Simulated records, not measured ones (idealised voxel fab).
process module | voxel transistor to metal
cross-section cut | 180 nm wide | cells 5 nm
A cross-section is a grid of square cells, given in bands from the top down. A band is one or more rows of cells.
Each band's line starts with the height of the band's top and of its bottom, in nm. Then come its materials from left to right, each with its width in nm. One material with "throughout" fills the band from edge to edge. "air" is empty space.
Height 0 is the level under which the wafer as received is all one material. The lowest band goes on downwards, as in "0 down".
A width such as "30 to 40" changes by the same amount from each row of cells to the next, from the band's top row to its bottom row.
"no change" after a step means that no cell of the cross-section changed.
closed voids: empty space of 8 cells or more with no open way to the top, each as width x height at its distance from the left edge, in nm
after a step's settings: what the simulator itself notes on the step
overlay nm, on a step with a mask: how far to the right of its planned place the mask lay; to the left if negative
plan
1 op RECEIVE | material Si
2 op CONFORMAL_DEP | material SiO2 | thk nm 5
3 op CONFORMAL_DEP | material SiN | thk nm 10
4 op MASKED_ETCH | tone cover | mask id ACTIVE | width nm 110 | etch materials SiN | depth nm 10 | overlay nm 0
5 op MASKED_ETCH | tone cover | mask id ACTIVE | width nm 110 | etch materials SiO2 | depth nm 5 | overlay nm 0
6 op MASKED_ETCH | tone cover | mask id ACTIVE | width nm 110 | etch materials Si | depth nm 20 | overlay nm 0
7 op OXIDIZE | depth nm 5
8 op FILL_DEP | material SiO2 | thk nm 10
9 op CMP | height nm 15
10 op SELECTIVE_ETCH | etch materials SiO2 | depth nm 10
11 op STRIP | etch materials SiN
12 op SELECTIVE_ETCH | etch materials SiO2 | depth nm 5
13 op OXIDIZE | depth nm 5
14 op DIRECTIONAL_DEP | material polySi | thk nm 30
15 op DIRECTIONAL_DEP | material SiCN | thk nm 10
16 op MASKED_ETCH | tone cover | mask id GATE | width nm 20 | etch materials SiCN | depth nm 20 | overlay nm 0
17 op MASKED_ETCH | tone cover | mask id GATE | width nm 20 | etch materials polySi | depth nm 40 | overlay nm 0
18 op CONFORMAL_DEP | material SiN | thk nm 5
19 op DIRECTIONAL_ETCH | etch materials SiN | depth nm 5
20 op DIRECTIONAL_ETCH | etch materials SiO2 | depth nm 5
21 op DIRECTIONAL_ETCH | etch materials Si | depth nm 5
22 op EPI | material pSi | thk nm 5
23 op FILL_DEP | material SiO2 | thk nm 10
24 op CMP | height nm 40
25 op DIRECTIONAL_DEP | material SiO2 | thk nm 10
26 op MASKED_ETCH | tone open | mask id CONTACT | width nm 30 | pitch nm 60 | etch materials SiO2 | depth nm 55 | overlay nm 0
27 op CONFORMAL_DEP | material TiN | thk nm 5
28 op FILL_DEP | material Ru | thk nm 5
29 op CMP | height nm 50
30 op CONFORMAL_DEP | material SiCN | thk nm 5
31 op DIRECTIONAL_DEP | material SiO2 | thk nm 20
32 op PATTERN | tone open | mask id METAL_1 | material resist | width nm 15 | pitch nm 75 | thk nm 15 | overlay nm 0
33 op DIRECTIONAL_ETCH | etch materials SiO2 | depth nm 20
34 op DIRECTIONAL_ETCH | etch materials SiCN | depth nm 5
35 op STRIP | etch materials resist
36 op CONFORMAL_DEP | material TiN | thk nm 5
37 op FILL_DEP | material Cu | thk nm 5
38 op CMP | height nm 75
39 op CONFORMAL_DEP | material SiCN | thk nm 5
40 op DIRECTIONAL_DEP | material SiO2 | thk nm 35
41 op PATTERN | tone open | mask id METAL_2 | material resist | width nm 15 | pitch nm 75 | thk nm 15 | overlay nm 0
42 op DIRECTIONAL_ETCH | etch materials SiO2 | depth nm 20
43 op STRIP | etch materials resist
44 op DIRECTIONAL_DEP | material aC | thk nm 15
45 op PATTERN | tone open | mask id METAL_2_HOLES | material resist | width nm 15 | pitch nm 75 | thk nm 30 | overlay nm 0
46 op DIRECTIONAL_ETCH | etch materials aC | depth nm 15
47 op STRIP | etch materials resist
48 op DIRECTIONAL_ETCH | etch materials SiO2 | depth nm 15
49 op DIRECTIONAL_ETCH | etch materials SiCN | depth nm 5
50 op STRIP | etch materials aC
51 op CONFORMAL_DEP | material TiN | thk nm 5
52 op FILL_DEP | material Ru | thk nm 5
53 op CMP | height nm 115
54 op CONFORMAL_DEP | material SiN | thk nm 5
as received, after step 1
  0 down: Si throughout
  closed voids: none
first wafer at the end, as planned
  120 to 115: SiN throughout
  115 to 80: SiO2 45 | TiN 5 | Ru 5 | TiN 5 | SiO2 60 | TiN 5 | Ru 5 | TiN 5 | SiO2 45
  80 to 75: SiCN 45 | TiN 15 | SiCN 60 | TiN 15 | SiCN 45
  75 to 55: SiO2 45 | TiN 5 | Cu 5 | TiN 5 | SiO2 60 | TiN 5 | Cu 5 | TiN 5 | SiO2 45
  55 to 50: SiCN 45 | TiN 15 | SiCN 60 | TiN 15 | SiCN 45
  50 to 40: SiO2 45 | TiN 5 | Ru 20 | TiN 5 | SiO2 30 | TiN 5 | Ru 20 | TiN 5 | SiO2 45
  40 to 30: SiO2 45 | TiN 5 | Ru 20 | TiN 5 | SiN 5 | SiCN 20 | SiN 5 | TiN 5 | Ru 20 | TiN 5 | SiO2 45
  30 to 5: SiO2 45 | TiN 5 | Ru 20 | TiN 5 | SiN 5 | polySi 20 | SiN 5 | TiN 5 | Ru 20 | TiN 5 | SiO2 45
  5 to 0: SiO2 45 | TiN 5 | Ru 15 | TiN 10 | SiN 5 | polySi 20 | SiN 5 | TiN 10 | Ru 15 | TiN 5 | SiO2 45
  0 to -5: SiO2 45 | TiN 25 | pSi 5 | SiO2 30 | pSi 5 | TiN 25 | SiO2 45
  -5 to -10: SiO2 40 | pSi 35 | Si 30 | pSi 35 | SiO2 40
  -10 to -25: SiO2 40 | Si 100 | SiO2 40
  -25 down: Si throughout
  closed voids: none
second wafer at the end: like start, like plan, one mistake
  120 to 115: SiN throughout
  115 to 80: SiO2 45 | TiN 5 | Ru 5 | TiN 5 | SiO2 60 | TiN 5 | Ru 5 | TiN 5 | SiO2 45
  80 to 75: SiCN 45 | TiN 15 | SiCN 60 | TiN 15 | SiCN 45
  75 to 55: SiO2 45 | TiN 5 | Cu 5 | TiN 5 | SiO2 60 | TiN 5 | Cu 5 | TiN 5 | SiO2 45
  55 to 50: SiCN 45 | TiN 15 | SiCN 60 | TiN 15 | SiCN 45
  50 to 40: SiO2 45 | TiN 5 | Ru 25 to 20 | TiN 5 to 10 | SiO2 25 | TiN 5 | Ru 25 | TiN 5 | SiO2 40
  40 to 30: SiO2 45 | TiN 5 | Ru 20 | TiN 5 | SiN 5 | SiCN 20 | SiN 5 | TiN 5 | Ru 25 | TiN 5 | SiO2 40
  30 to 5: SiO2 45 | TiN 5 | Ru 20 | TiN 5 | SiN 5 | polySi 20 | SiN 5 | TiN 5 | Ru 25 | TiN 5 | SiO2 40
  5 to 0: SiO2 45 | TiN 5 | Ru 15 | TiN 10 | SiN 5 | polySi 20 | SiN 5 | TiN 10 | Ru 20 | TiN 5 | SiO2 40
  0 to -5: SiO2 45 | TiN 25 | pSi 5 | SiO2 30 | pSi 5 | TiN 30 | SiO2 40
  -5 to -10: SiO2 40 | pSi 35 | Si 30 | pSi 35 | SiO2 40
  -10 to -25: SiO2 40 | Si 100 | SiO2 40
  -25 down: Si throughout
  closed voids: none
what went wrong: step 26 ran as: op MASKED_ETCH | tone open | mask id CONTACT | width nm 35 | pitch nm 60 | etch materials SiO2 | depth nm 55 | overlay nm 0
at the end the second wafer has, in cells: 11 more of Ru | 13 fewer of SiO2 | 2 more of TiN
